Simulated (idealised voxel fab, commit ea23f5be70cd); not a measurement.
Process module in this document: voxel wiring stack
Square cells of 5 nm make up the cross-section cut, whose width is 285 nm.
Cross-section layout: square cells on a grid; listed as bands, top to bottom; a band spans one or more cell rows. A band entry consists of two parts. The first gives the height of the band's top and the height of its bottom, in nm. The rest lists the band's materials from left to right, each with its width in nm. A single material labelled with the word "all across" fills the band from edge to edge, and the word "blank" marks empty space. Heads up on the height convention: 0 is the point under which the incoming wafer is all one material, and the lowest band has no bottom, it just keeps going down, like "0 and below". A two-number width, for instance "30..40", indicates that the width is equal to the first number in the top row of the band and to the second number in the bottom row, and that it changes by a constant amount per row of cells. Where a step carries "nothing got changed", the cross-section came out of it unchanged, cell for cell. Entry "Closed void list" = empty spaces >= 8 cells with no open way to the top; each as width x height at distance, distance from left edge, all nm. Where a step's line continues beyond its settings, the continuation is a remark by the simulator itself on that step. "overlay nm" denotes, for a step that has a mask, the displacement of the mask to the right of its planned place, with negative values corresponding to the left. Guide to the pairs. Each holds a before and an after cross-section around one process step; the after cross-section is cut off at the lowest band that changed. Look under the pair for the step between them and its settings. Pairs can come from different runs of this module on the same starting wafer, so a pair follows on from the one above it only where its entry headed "Prior state" says it does.
Prior state:
	90 down to 70 | lowk 80  blank 25  lowk 25  blank 25  lowk 25  blank 25  lowk 80
	70 down to 65 | SiN all across
	65 down to 50 | SiO2 80  TiN 5  Ru 5  TiN 5  SiO2 35  TiN 5  Ru 5  TiN 5  SiO2 35  TiN 5  Ru 5  TiN 5  SiO2 90
	50 down to 45 | SiCN 80  TiN 15  SiCN 35  TiN 15  SiCN 35  TiN 15  SiCN 90
	45 down to 40 | SiCN 75  Ru 15  SiCN 5  Ru 15  SiCN 15  Ru 15  SiCN 5  Ru 15  SiCN 15  Ru 15  SiCN 5  Ru 15  SiCN 75
	40 down to 20 | SiO2 80  TiN 5  SiN 15  TiN 5  SiO2 25  TiN 5  SiN 15  TiN 5  SiO2 25  TiN 5  SiN 15  TiN 5  SiO2 80
	20 down to 15 | SiN 80  TiN 25  SiN 25  TiN 25  SiN 25  TiN 25  SiN 80
	15 down to 0 | SiO2 all across
	0 and below | Si all across
	Closed void list: none
Resulting Structure:
	90 down to 70 | lowk 80  blank 25  lowk 25  blank 25  lowk 25  blank 25  lowk 80
	70 down to 65 | SiN 80  blank 25  SiN 25  blank 25  SiN 25  blank 25  SiN 80
	Anything lower than 65 is untouched.
	Closed void list: none
The two cross-sections above bracket this step: op MASKED_ETCH | tone open | mask id METAL_2 | width nm 25 | pitch nm 50 | etch materials SiN | depth nm 5 | overlay nm 0
Prior state: The structure entering this step is exactly what the pair just above shows after its step.
Resulting Structure:
	95 down to 90 | TiN 85  blank 15  TiN 35  blank 15  TiN 35  blank 15  TiN 85
	90 down to 70 | lowk 80  TiN 5  blank 15  TiN 5  lowk 25  TiN 5  blank 15  TiN 5  lowk 25  TiN 5  blank 15  TiN 5  lowk 80
	70 down to 65 | SiN 80  TiN 25  SiN 25  TiN 25  SiN 25  TiN 25  SiN 80
	Anything lower than 65 is untouched.
	Closed void list: none
The two cross-sections above bracket this step: op CONFORMAL_DEP | material TiN | thk nm 5
Prior state: The structure entering this step is exactly what the pair just above shows after its step.
Resulting Structure:
	100 down to 95 | Cu all across
	95 down to 90 | TiN 85  Cu 15  TiN 35  Cu 15  TiN 35  Cu 15  TiN 85
	90 down to 70 | lowk 80  TiN 5  Cu 15  TiN 5  lowk 25  TiN 5  Cu 15  TiN 5  lowk 25  TiN 5  Cu 15  TiN 5  lowk 80
	Anything lower than 70 is untouched.
	Closed void list: none
The two cross-sections above bracket this step: op FILL_DEP | material Cu | thk nm 5
Prior state: The structure entering this step is exactly what the pair just above shows after its step.
Resulting Structure:
	90 down to 70 | lowk 80  TiN 5  Cu 15  TiN 5  lowk 25  TiN 5  Cu 15  TiN 5  lowk 25  TiN 5  Cu 15  TiN 5  lowk 80
	Anything lower than 70 is untouched.
	Closed void list: none
The two cross-sections above bracket this step: op CMP | height nm 90
Prior state: The structure entering this step is exactly what the pair just above shows after its step.
Resulting Structure:
	95 down to 90 | SiCN all across
	Anything lower than 90 is untouched.
	Closed void list: none
The two cross-sections above bracket this step: op CONFORMAL_DEP | material SiCN | thk nm 5
Prior state:
	65 down to 50 | SiO2 all across
	50 down to 45 | SiCN all across
	45 down to 40 | SiCN 75  Ru 35  SiCN 15  Ru 35  SiCN 15  Ru 35  SiCN 75
	40 down to 20 | SiO2 80  TiN 5  W 15  TiN 5  SiO2 25  TiN 5  W 15  TiN 5  SiO2 25  TiN 5  W 15  TiN 5  SiO2 80
	20 down to 15 | SiN 80  TiN 25  SiN 25  TiN 25  SiN 25  TiN 25  SiN 80
	15 down to 0 | SiO2 all across
	0 and below | Si all across
	Closed void list: none
Resulting Structure:
	85 down to 65 | blank 80  resist 15  blank 35  resist 15  blank 35  resist 15  blank 90
	Anything lower than 65 is untouched.
	Closed void list: none
The two cross-sections above bracket this step: op PATTERN | tone cover | mask id PLUG_1 | material resist | width nm 15 | pitch nm 50 | thk nm 20 | overlay nm 0
Prior state: The structure entering this step is exactly what the pair just above shows after its step.
Resulting Structure:
	85 down to 65 | blank 80  resist 15  blank 35  resist 15  blank 35  resist 15  blank 90
	65 down to 50 | blank 80  SiO2 15  blank 35  SiO2 15  blank 35  SiO2 15  blank 90
	Anything lower than 50 is untouched.
	Closed void list: none
The two cross-sections above bracket this step: op DIRECTIONAL_ETCH | etch materials SiO2 | depth nm 15
Prior state: The structure entering this step is exactly what the pair just above shows after its step.
Resulting Structure:
	85 down to 65 | blank 80  resist 15  blank 35  resist 15  blank 35  resist 15  blank 90
	65 down to 50 | blank 80  SiO2 15  blank 35  SiO2 15  blank 35  SiO2 15  blank 90
	50 down to 45 | blank 80  SiCN 15  blank 35  SiCN 15  blank 35  SiCN 15  blank 90
	Anything lower than 45 is untouched.
	Closed void list: none
The two cross-sections above bracket this step: op DIRECTIONAL_ETCH | etch materials SiCN | depth nm 5
Prior state: The structure entering this step is exactly what the pair just above shows after its step.
Resulting Structure:
	65 down to 50 | blank 80  SiO2 15  blank 35  SiO2 15  blank 35  SiO2 15  blank 90
	Anything lower than 50 is untouched.
	Closed void list: none
The two cross-sections above bracket this step: op STRIP | etch materials resist
Prior state: The structure entering this step is exactly what the pair just above shows after its step.
Resulting Structure:
	70 down to 65 | blank 75  TiN 25  blank 25  TiN 25  blank 25  TiN 25  blank 85
	65 down to 50 | blank 75  TiN 5  SiO2 15  TiN 5  blank 25  TiN 5  SiO2 15  TiN 5  blank 25  TiN 5  SiO2 15  TiN 5  blank 85
	50 down to 45 | TiN 80  SiCN 15  TiN 35  SiCN 15  TiN 35  SiCN 15  TiN 90
	Anything lower than 45 is untouched.
	Closed void list: none
The two cross-sections above bracket this step: op CONFORMAL_DEP | material TiN | thk nm 5
Prior state: The structure entering this step is exactly what the pair just above shows after its step.
Resulting Structure:
	80 down to 70 | Ru all across
	70 down to 65 | Ru 75  TiN 25  Ru 25  TiN 25  Ru 25  TiN 25  Ru 85
	65 down to 50 | Ru 75  TiN 5  SiO2 15  TiN 5  Ru 25  TiN 5  SiO2 15  TiN 5  Ru 25  TiN 5  SiO2 15  TiN 5  Ru 85
	Anything lower than 50 is untouched.
	Closed void list: none
The two cross-sections above bracket this step: op FILL_DEP | material Ru | thk nm 10
Prior state: The structure entering this step is exactly what the pair just above shows after its step.
Resulting Structure:
	65 down to 50 | Ru 75  TiN 5  SiO2 15  TiN 5  Ru 25  TiN 5  SiO2 15  TiN 5  Ru 25  TiN 5  SiO2 15  TiN 5  Ru 85
	Anything lower than 50 is untouched.
	Closed void list: none
The two cross-sections above bracket this step: op CMP | height nm 65
Prior state: The structure entering this step is exactly what the pair just above shows after its step.
Resulting Structure:
	70 down to 65 | SiN all across
	Anything lower than 65 is untouched.
	Closed void list: none
The two cross-sections above bracket this step: op CONFORMAL_DEP | material SiN | thk nm 5
Prior state: The structure entering this step is exactly what the pair just above shows after its step.
Resulting Structure:
	90 down to 70 | lowk all across
	Anything lower than 70 is untouched.
	Closed void list: none
The two cross-sections above bracket this step: op DIRECTIONAL_DEP | material lowk | thk nm 20
Prior state: The structure entering this step is exactly what the pair just above shows after its step.
Resulting Structure:
	90 down to 70 | lowk 80  blank 25  lowk 25  blank 25  lowk 25  blank 25  lowk 80
	Anything lower than 70 is untouched.
	Closed void list: none
The two cross-sections above bracket this step: op MASKED_ETCH | tone open | mask id METAL_2 | width nm 25 | pitch nm 50 | etch materials lowk | depth nm 20 | overlay nm 0
Prior state: The structure entering this step is exactly what the pair just above shows after its step.
Resulting Structure:
	90 down to 70 | lowk 80  blank 25  lowk 25  blank 25  lowk 25  blank 25  lowk 80
	70 down to 65 | SiN 80  blank 25  SiN 25  blank 25  SiN 25  blank 25  SiN 80
	Anything lower than 65 is untouched.
	Closed void list: none
The two cross-sections above bracket this step: op MASKED_ETCH | tone open | mask id METAL_2 | width nm 25 | pitch nm 50 | etch materials SiN | depth nm 5 | overlay nm 0
Prior state: The structure entering this step is exactly what the pair just above shows after its step.
Resulting Structure:
	95 down to 90 | TiN 85  blank 15  TiN 35  blank 15  TiN 35  blank 15  TiN 85
	90 down to 70 | lowk 80  TiN 5  blank 15  TiN 5  lowk 25  TiN 5  blank 15  TiN 5  lowk 25  TiN 5  blank 15  TiN 5  lowk 80
	70 down to 65 | SiN 80  TiN 25  SiN 25  TiN 25  SiN 25  TiN 25  SiN 80
	Anything lower than 65 is untouched.
	Closed void list: none
The two cross-sections above bracket this step: op CONFORMAL_DEP | material TiN | thk nm 5
Prior state: The structure entering this step is exactly what the pair just above shows after its step.
Resulting Structure:
	100 down to 95 | Cu all across
	95 down to 90 | TiN 85  Cu 15  TiN 35  Cu 15  TiN 35  Cu 15  TiN 85
	90 down to 70 | lowk 80  TiN 5  Cu 15  TiN 5  lowk 25  TiN 5  Cu 15  TiN 5  lowk 25  TiN 5  Cu 15  TiN 5  lowk 80
	Anything lower than 70 is untouched.
	Closed void list: none
The two cross-sections above bracket this step: op FILL_DEP | material Cu | thk nm 5
Prior state: The structure entering this step is exactly what the pair just above shows after its step.
Resulting Structure:
	90 down to 70 | lowk 80  TiN 5  Cu 15  TiN 5  lowk 25  TiN 5  Cu 15  TiN 5  lowk 25  TiN 5  Cu 15  TiN 5  lowk 80
	Anything lower than 70 is untouched.
	Closed void list: none
The two cross-sections above bracket this step: op CMP | height nm 90
Prior state: The structure entering this step is exactly what the pair just above shows after its step.
Resulting Structure:
	95 down to 90 | SiCN all across
	Anything lower than 90 is untouched.
	Closed void list: none
The two cross-sections above bracket this step: op CONFORMAL_DEP | material SiCN | thk nm 5
